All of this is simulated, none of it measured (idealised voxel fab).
Process module name: voxel quadruple lines
Shown is cross-section cut, with a width of 215 nm and square cells of size 5 nm.
A cross-section is written here as square cells arranged in a grid, and it is given in bands from the top down, each band taking up one or more rows of cells. This entry defines a band. It first specifies the height of the band's top and the height of its bottom in nm, and then specifies the band's materials from left to right, stating each material with its width in nm. The word "throughout" identifies a single material that fills the band from edge to edge, while the word "air" identifies empty space. Heights from 0 (as-received wafer is one material below). Bottom band endless downward, as "0 and below". It should be noted that a width expressed as "30->40" varies in equal increments from row to row of cells within the band, taking the value of the first number at the top row and that of the second number at the bottom row. Reading "nothing was modified" for a step: not a cell of the cross-section changed in it. Listed in "Enclosed internal voids": every empty space of 8 or more cells without an open way to the top. Form: width x height at distance, the distance being from the left edge, all in nm. What comes after the settings on a step's line is commentary from the simulator itself on that step. Steps that use a mask can have "overlay nm" on their line. It says how far the mask sat to the right of where it was meant to be. Negative means to the left.

## List of planned process steps
step 1: RECEIVE, material Si
step 2: CONFORMAL_DEP, material Al2O3, thk nm 5
step 3: DIRECTIONAL_DEP, material TiN, thk nm 15
step 4: DIRECTIONAL_DEP, material polySi, thk nm 15
step 5: DIRECTIONAL_DEP, material aC, thk nm 20
step 6: PATTERN, tone cover, mask id MANDREL, material resist, width nm 20, thk nm 30, overlay nm 0
step 7: DIRECTIONAL_ETCH, etch materials aC, depth nm 20
step 8: STRIP, etch materials resist
step 9: CONFORMAL_DEP, material SiO2, thk nm 10
step 10: DIRECTIONAL_ETCH, etch materials SiO2, depth nm 10
step 11: STRIP, etch materials aC
step 12: DIRECTIONAL_ETCH, etch materials polySi, depth nm 15
step 13: STRIP, etch materials SiO2
step 14: CONFORMAL_DEP, material SiCN, thk nm 5
step 15: DIRECTIONAL_ETCH, etch materials SiCN, depth nm 5
step 16: STRIP, etch materials polySi
step 17: DIRECTIONAL_ETCH, etch materials TiN, depth nm 15
step 18: STRIP, etch materials SiCN

## Incoming wafer in cross-section (state: after step 1)
  0 and below: Si throughout
  Enclosed internal voids: none

## Look at the cross-section after the module: the wafer started out the way shown above and the plan was the one shown above, yet one mistake was made along the way
  20 down to 5: 85 of air, then 5 of TiN, then 10 of air, then 5 of TiN, then 5 of air, then 5 of TiN, then 10 of air, then 5 of TiN, then 85 of air
  5 down to 0: Al2O3 throughout
  0 and below: Si throughout
  Enclosed internal voids: none
Want to know what went wrong? step 6 off recipe, ran as PATTERN, tone cover, mask id MANDREL, material resist, width nm 15, thk nm 30, overlay nm 0
